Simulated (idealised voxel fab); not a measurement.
Module name: voxel ribs on slabs (process module)
We display cut, a cross-section 240 nm in width whose square cells are each 5 nm.
Each cross-section below is a grid of square cells, stated as bands in top-down order, with one or more rows of cells making up each band. Per band: top height and bottom height in nm, followed by the left-to-right materials and their widths in nm; "all across" marks a single material spanning edge to edge, "empty" marks empty space. Zero point of the height axis is 0; under it, received wafer = one material. Lowest band: continues down indefinitely, "from 0 down". Width spec "30 to 40" -> top row of cells at first value, bottom row at second value, equal per-row change in between. "no alteration", as given for a step, is the statement that not any cell of the cross-section underwent a change during that step. Empty spaces counting at least 8 cells and having no open way to the top are listed in "Sealed void list". The notation width x height at distance is used for each, the distance being from the left edge and all three values in nm. Text after the settings on a step's line: the simulator's own remark on that step. overlay nm: for a step with a mask, the amount by which the mask lay right of where it was planned; a negative amount means left of it.
## Process steps foreseen in the plan
1,op RECEIVE | material Si
2,op DIRECTIONAL_DEP | material SiO2 | thk nm 30
3,op DIRECTIONAL_DEP | material SiN | thk nm 20
4,op MASKED_ETCH | tone cover | mask id RIB | width nm 30 | etch materials SiN | depth nm 10 | overlay nm 0
5,op PATTERN | tone cover | mask id SLAB | material resist | width nm 70 | thk nm 15 | overlay nm 0
6,op DIRECTIONAL_ETCH | etch materials SiN | depth nm 10
7,op STRIP | etch materials resist
8,op FILL_DEP | material SiO2 | thk nm 25
9,op CMP | height nm 65
10,op DIRECTIONAL_DEP | material TiN | thk nm 5
11,op MASKED_ETCH | tone cover | mask id HEATER | width nm 40 | etch materials TiN | depth nm 5 | overlay nm 0
12,op CONFORMAL_DEP | material SiN | thk nm 10
## Incoming wafer in cross-section (state: after step 1)
    from 0 down  Si all across
    Sealed void list: none
## Cross-section, end of module. Start: as above. Plan: as above. Execution: one mistake
    from 80 to 70  SiN all across
    from 70 to 50  SiO2 all across
    from 50 to 40  105 of SiO2 | 30 of SiN | 105 of SiO2
    from 40 to 30  85 of SiO2 | 70 of SiN | 85 of SiO2
    from 30 to 0  SiO2 all across
    from 0 down  Si all across
    Sealed void list: none
Run error: step 10 ran as: op DIRECTIONAL_DEP | material SiO2 | thk nm 5
